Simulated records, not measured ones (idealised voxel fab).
process module | voxel local oxidation
cross-section cut | 155 nm wide | cells 5 nm
A cross-section is a grid of square cells, given in bands from the top down. A band is one or more rows of cells.
Each band's line starts with the height of the band's top and of its bottom, in nm. Then come its materials from left to right, each with its width in nm. One material with "throughout" fills the band from edge to edge. "air" is empty space.
Height 0 is the level under which the wafer as received is all one material. The lowest band goes on downwards, as in "0 down".
A width such as "30 to 40" changes by the same amount from each row of cells to the next, from the band's top row to its bottom row.
"no change" after a step means that no cell of the cross-section changed.
closed voids: empty space of 8 cells or more with no open way to the top, each as width x height at its distance from the left edge, in nm
after a step's settings: what the simulator itself notes on the step
overlay nm, on a step with a mask: how far to the right of its planned place the mask lay; to the left if negative
Each pair below shows a cross-section before one step and the cross-section after it, down to the lowest band that changed. The line under each pair gives the step between them, with its settings. The pairs can come from different runs of this module on the same starting wafer, so a pair continues from the pair above only where its "before" says so.
before
  0 down: Si throughout
  closed voids: none
after
  5 to 0: SiO2 throughout
  below 0: unchanged
  closed voids: none
the step between: op CONFORMAL_DEP | material SiO2 | thk nm 5
before: the cross-section after the pair above
after
  15 to 5: SiN throughout
  below 5: unchanged
  closed voids: none
the step between: op CONFORMAL_DEP | material SiN | thk nm 10
before: the cross-section after the pair above
after
  30 to 15: aC throughout
  below 15: unchanged
  closed voids: none
the step between: op DIRECTIONAL_DEP | material aC | thk nm 15
before: the cross-section after the pair above
after
  60 to 30: air 15 | resist 125 | air 15
  below 30: unchanged
  closed voids: none
the step between: op PATTERN | tone cover | mask id ACTIVE | material resist | width nm 125 | thk nm 30 | overlay nm 0
before: the cross-section after the pair above
after
  45 to 30: air 15 | resist 125 | air 15
  30 to 15: air 15 | aC 125 | air 15
  below 15: unchanged
  closed voids: none
the step between: op DIRECTIONAL_ETCH | etch materials aC | depth nm 15
before: the cross-section after the pair above
after
  30 to 15: air 15 | aC 125 | air 15
  below 15: unchanged
  closed voids: none
the step between: op STRIP | etch materials resist
before: the cross-section after the pair above
after
  30 to 15: air 15 | aC 125 | air 15
  15 to 5: air 15 | SiN 125 | air 15
  below 5: unchanged
  closed voids: none
the step between: op DIRECTIONAL_ETCH | etch materials SiN | depth nm 10
before: the cross-section after the pair above
after
  15 to 5: air 15 | SiN 125 | air 15
  below 5: unchanged
  closed voids: none
the step between: op STRIP | etch materials aC
before: the cross-section after the pair above
after
  15 to 5: air 15 | SiN 125 | air 15
  5 to 0: air 20 | SiO2 115 | air 20
  below 0: unchanged
  closed voids: none
the step between: op SELECTIVE_ETCH | etch materials SiO2 | depth nm 5
before: the cross-section after the pair above
after
  15 to 5: air 15 | SiN 125 | air 15
  5 to 0: air 20 | SiO2 115 | air 20
  0 to -10: SiO2 30 | Si 95 | SiO2 30
  below -10: unchanged
  closed voids: none
the step between: op OXIDIZE | depth nm 10
before: the cross-section after the pair above
after
  5 to 0: air 20 | SiO2 115 | air 20
  below 0: unchanged
  closed voids: none
the step between: op STRIP | etch materials SiN
before
  0 down: Si throughout
  closed voids: none
after
  10 to 0: SiN throughout
  below 0: unchanged
  closed voids: none
the step between: op CONFORMAL_DEP | material SiN | thk nm 10
before: the cross-section after the pair above
after
  25 to 10: aC throughout
  below 10: unchanged
  closed voids: none
the step between: op DIRECTIONAL_DEP | material aC | thk nm 15
before: the cross-section after the pair above
after
  55 to 25: air 15 | resist 125 | air 15
  below 25: unchanged
  closed voids: none
the step between: op PATTERN | tone cover | mask id ACTIVE | material resist | width nm 125 | thk nm 30 | overlay nm 0
before: the cross-section after the pair above
after
  40 to 25: air 15 | resist 125 | air 15
  25 to 10: air 15 | aC 125 | air 15
  below 10: unchanged
  closed voids: none
the step between: op DIRECTIONAL_ETCH | etch materials aC | depth nm 15
before: the cross-section after the pair above
after
  25 to 10: air 15 | aC 125 | air 15
  below 10: unchanged
  closed voids: none
the step between: op STRIP | etch materials resist
before: the cross-section after the pair above
after
  25 to 10: air 15 | aC 125 | air 15
  10 to 0: air 15 | SiN 125 | air 15
  below 0: unchanged
  closed voids: none
the step between: op DIRECTIONAL_ETCH | etch materials SiN | depth nm 10
before: the cross-section after the pair above
after
  10 to 0: air 15 | SiN 125 | air 15
  below 0: unchanged
  closed voids: none
the step between: op STRIP | etch materials aC
before: the cross-section after the pair above
after
  10 to 0: air 15 | SiN 125 | air 15
  0 to -10: SiO2 25 | Si 105 | SiO2 25
  below -10: unchanged
  closed voids: none
the step between: op OXIDIZE | depth nm 10
before: the cross-section after the pair above
after
  0 to -10: SiO2 25 | Si 105 | SiO2 25
  below -10: unchanged
  closed voids: none
the step between: op STRIP | etch materials SiN
before
  45 to 30: air 15 | resist 125 | air 15
  30 to 15: air 15 | aC 125 | air 15
  15 to 5: SiN throughout
  5 to 0: SiO2 throughout
  0 down: Si throughout
  closed voids: none
after
  30 to 15: air 15 | aC 125 | air 15
  below 15: unchanged
  closed voids: none
the step between: op DIRECTIONAL_ETCH | etch materials aC | depth nm 15
before
  15 to 5: air 15 | SiN 125 | air 15
  5 to 0: air 20 | SiO2 115 | air 20
  0 down: Si throughout
  closed voids: none
after
  5 to 0: air 20 | SiO2 115 | air 20
  below 0: unchanged
  closed voids: none
the step between: op STRIP | etch materials SiN
before: the cross-section after the pair above
after
  5 to 0: air 20 | SiO2 115 | air 20
  0 to -10: SiO2 30 | Si 95 | SiO2 30
  below -10: unchanged
  closed voids: none
the step between: op OXIDIZE | depth nm 10
before
  0 down: Si throughout
  closed voids: none
after
  15 to 0: SiO2 throughout
  below 0: unchanged
  closed voids: none
the step between: op CONFORMAL_DEP | material SiO2 | thk nm 15
before: the cross-section after the pair above
after
  25 to 15: SiN throughout
  below 15: unchanged
  closed voids: none
the step between: op CONFORMAL_DEP | material SiN | thk nm 10
before: the cross-section after the pair above
after
  40 to 25: aC throughout
  below 25: unchanged
  closed voids: none
the step between: op DIRECTIONAL_DEP | material aC | thk nm 15
before: the cross-section after the pair above
after
  70 to 40: air 15 | resist 125 | air 15
  below 40: unchanged
  closed voids: none
the step between: op PATTERN | tone cover | mask id ACTIVE | material resist | width nm 125 | thk nm 30 | overlay nm 0
before: the cross-section after the pair above
after
  55 to 40: air 15 | resist 125 | air 15
  40 to 25: air 15 | aC 125 | air 15
  below 25: unchanged
  closed voids: none
the step between: op DIRECTIONAL_ETCH | etch materials aC | depth nm 15
before: the cross-section after the pair above
after
  40 to 25: air 15 | aC 125 | air 15
  below 25: unchanged
  closed voids: none
the step between: op STRIP | etch materials resist
before: the cross-section after the pair above
after
  40 to 25: air 15 | aC 125 | air 15
  25 to 15: air 15 | SiN 125 | air 15
  below 15: unchanged
  closed voids: none
the step between: op DIRECTIONAL_ETCH | etch materials SiN | depth nm 10
before: the cross-section after the pair above
after
  25 to 15: air 15 | SiN 125 | air 15
  below 15: unchanged
  closed voids: none
the step between: op STRIP | etch materials aC
before: the cross-section after the pair above
after
  25 to 15: air 15 | SiN 125 | air 15
  15 to 10: air 20 | SiO2 115 | air 20
  below 10: unchanged
  closed voids: none
the step between: op SELECTIVE_ETCH | etch materials SiO2 | depth nm 5
before: the cross-section after the pair above
after
  15 to 10: air 20 | SiO2 115 | air 20
  below 10: unchanged
  closed voids: none
the step between: op STRIP | etch materials SiN
before
  30 to 15: aC throughout
  15 to 5: SiN throughout
  5 to 0: SiO2 throughout
  0 down: Si throughout
  closed voids: none
after
  60 to 30: air 20 | resist 120 | air 15
  below 30: unchanged
  closed voids: none
the step between: op PATTERN | tone cover | mask id ACTIVE | material resist | width nm 120 | thk nm 30 | overlay nm 0
before: the cross-section after the pair above
after
  45 to 30: air 20 | resist 120 | air 15
  30 to 15: air 20 | aC 120 | air 15
  below 15: unchanged
  closed voids: none
the step between: op DIRECTIONAL_ETCH | etch materials aC | depth nm 15
before: the cross-section after the pair above
after
  30 to 15: air 20 | aC 120 | air 15
  below 15: unchanged
  closed voids: none
the step between: op STRIP | etch materials resist
before: the cross-section after the pair above
after
  30 to 15: air 20 | aC 120 | air 15
  15 to 5: air 20 | SiN 120 | air 15
  below 5: unchanged
  closed voids: none
the step between: op DIRECTIONAL_ETCH | etch materials SiN | depth nm 10
before: the cross-section after the pair above
after
  15 to 5: air 20 | SiN 120 | air 15
  below 5: unchanged
  closed voids: none
the step between: op STRIP | etch materials aC
before: the cross-section after the pair above
after
  15 to 5: air 20 | SiN 120 | air 15
  5 to 0: air 25 | SiO2 110 | air 20
  below 0: unchanged
  closed voids: none
the step between: op SELECTIVE_ETCH | etch materials SiO2 | depth nm 5
before: the cross-section after the pair above
after
  15 to 5: air 20 | SiN 120 | air 15
  5 to 0: air 25 | SiO2 110 | air 20
  0 to -10: SiO2 35 | Si 90 | SiO2 30
  below -10: unchanged
  closed voids: none
the step between: op OXIDIZE | depth nm 10
before: the cross-section after the pair above
after
  5 to 0: air 25 | SiO2 110 | air 20
  below 0: unchanged
  closed voids: none
the step between: op STRIP | etch materials SiN
before
  15 to 5: SiN throughout
  5 to 0: SiO2 throughout
  0 down: Si throughout
  closed voids: none
after
  30 to 15: SiO2 throughout
  below 15: unchanged
  closed voids: none
the step between: op DIRECTIONAL_DEP | material SiO2 | thk nm 15
before: the cross-section after the pair above
after
  60 to 30: air 15 | resist 125 | air 15
  below 30: unchanged
  closed voids: none
the step between: op PATTERN | tone cover | mask id ACTIVE | material resist | width nm 125 | thk nm 30 | overlay nm 0
before: the cross-section after the pair above
after
  45 to 30: air 15 | resist 125 | air 15
  below 30: unchanged
  closed voids: none
the step between: op DIRECTIONAL_ETCH | etch materials aC | depth nm 15
before: the cross-section after the pair above
after
  30 to 15: SiO2 throughout
  below 15: unchanged
  closed voids: none
the step between: op STRIP | etch materials resist
before: the cross-section after the pair above
after
  25 to 15: SiO2 throughout
  below 15: unchanged
  closed voids: none
the step between: op SELECTIVE_ETCH | etch materials SiO2 | depth nm 5
before
  30 to 15: aC throughout
  15 to 5: SiN throughout
  5 to 0: SiO2 throughout
  0 down: Si throughout
  closed voids: none
after
  60 to 30: resist 15 | air 125 | resist 15
  below 30: unchanged
  closed voids: none
the step between: op PATTERN | tone open | mask id ACTIVE | material resist | width nm 125 | thk nm 30 | overlay nm 0
before: the cross-section after the pair above
after
  45 to 30: resist 15 | air 125 | resist 15
  30 to 15: aC 15 | air 125 | aC 15
  below 15: unchanged
  closed voids: none
the step between: op DIRECTIONAL_ETCH | etch materials aC | depth nm 15
before: the cross-section after the pair above
after
  30 to 15: aC 15 | air 125 | aC 15
  below 15: unchanged
  closed voids: none
the step between: op STRIP | etch materials resist
before: the cross-section after the pair above
after
  30 to 15: aC 15 | air 125 | aC 15
  15 to 5: SiN 15 | air 125 | SiN 15
  below 5: unchanged
  closed voids: none
the step between: op DIRECTIONAL_ETCH | etch materials SiN | depth nm 10
before: the cross-section after the pair above
after
  15 to 5: SiN 15 | air 125 | SiN 15
  below 5: unchanged
  closed voids: none
the step between: op STRIP | etch materials aC
before: the cross-section after the pair above
after
  15 to 5: SiN 15 | air 125 | SiN 15
  5 to 0: SiO2 10 | air 135 | SiO2 10
  below 0: unchanged
  closed voids: none
the step between: op SELECTIVE_ETCH | etch materials SiO2 | depth nm 5
before: the cross-section after the pair above
after
  15 to 5: SiN 15 | air 125 | SiN 15
  5 to 0: SiO2 10 | air 135 | SiO2 10
  0 to -10: SiO2 throughout
  below -10: unchanged
  closed voids: none
the step between: op OXIDIZE | depth nm 10
before: the cross-section after the pair above
after
  5 to 0: SiO2 10 | air 135 | SiO2 10
  below 0: unchanged
  closed voids: none
the step between: op STRIP | etch materials SiN
